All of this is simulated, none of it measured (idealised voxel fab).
Process module under the name voxel ribs on slabs
Displayed cross-section: cut, width of 175 nm, square cells sized 5 nm.
Format of a cross-section: grid, square cells. Given as bands. Order: top down. Band: one or more rows of cells.
Look at the band entry: it leads with the top's height and the bottom's height in nm. Then it lists the materials left to right, with a width in nm for each. The word "all across" on a single material says that material fills the band edge to edge. The word "empty" is empty space.
Heights are reckoned from 0. Under this level, the received wafer is all of one material. The bottommost band is open-ended downward, for example "z 0 and below".
The expression "30 to 40" gives the width at the extremes of the band, the first number at its top row of cells and the second at its bottom row, with the width changing by equal amounts from each row to the next in between.
Any step labelled "identical to before" changed none of the cells in the cross-section.
Closed-off voids of 8+ cells (no open route to the top) go in "Entrapped voids", written width x height at distance from the left edge, in nm.
Post-settings text on a step line: simulator's own remark regarding the step.
overlay nm: where the mask lay relative to plan, measured to the right, on steps with a mask; negatives go left.

Steps in the process plan
1,op RECEIVE | material Si
2,op DIRECTIONAL_DEP | material SiO2 | thk nm 20
3,op DIRECTIONAL_DEP | material polySi | thk nm 15
4,op DIRECTIONAL_DEP | material aC | thk nm 15
5,op PATTERN | tone cover | mask id RIB | material resist | width nm 30 | thk nm 35 | overlay nm 0
6,op DIRECTIONAL_ETCH | etch materials aC | depth nm 15
7,op STRIP | etch materials resist
8,op DIRECTIONAL_ETCH | etch materials polySi | depth nm 10
9,op STRIP | etch materials aC
10,op MASKED_ETCH | tone cover | mask id SLAB | width nm 70 | etch materials polySi | depth nm 5 | overlay nm 0
11,op FILL_DEP | material SiO2 | thk nm 20
12,op CMP | height nm 45
13,op DIRECTIONAL_DEP | material W | thk nm 10
14,op DIRECTIONAL_DEP | material aC | thk nm 15
15,op PATTERN | tone cover | mask id HEATER | material resist | width nm 40 | thk nm 35 | overlay nm 0
16,op DIRECTIONAL_ETCH | etch materials aC | depth nm 15
17,op STRIP | etch materials resist
18,op DIRECTIONAL_ETCH | etch materials W | depth nm 10
19,op STRIP | etch materials aC
20,op CONFORMAL_DEP | material SiO2 | thk nm 10

Shown in cross-section is the wafer as received, that is, as it stands after step 1
  z 0 and below = Si all across
  Entrapped voids: none

Post-module cross-section: identical start and plan to those above, one misstep in execution
  z 55 to 45 = 65 nm empty, 40 nm W, 70 nm empty
  z 45 to 35 = SiO2 all across
  z 35 to 25 = 70 nm SiO2, 30 nm polySi, 75 nm SiO2
  z 25 to 20 = 50 nm SiO2, 70 nm polySi, 55 nm SiO2
  z 20 to 0 = SiO2 all across
  z 0 and below = Si all across
  Entrapped voids: none
Run error: not run: step 20 of the plan (skipped)
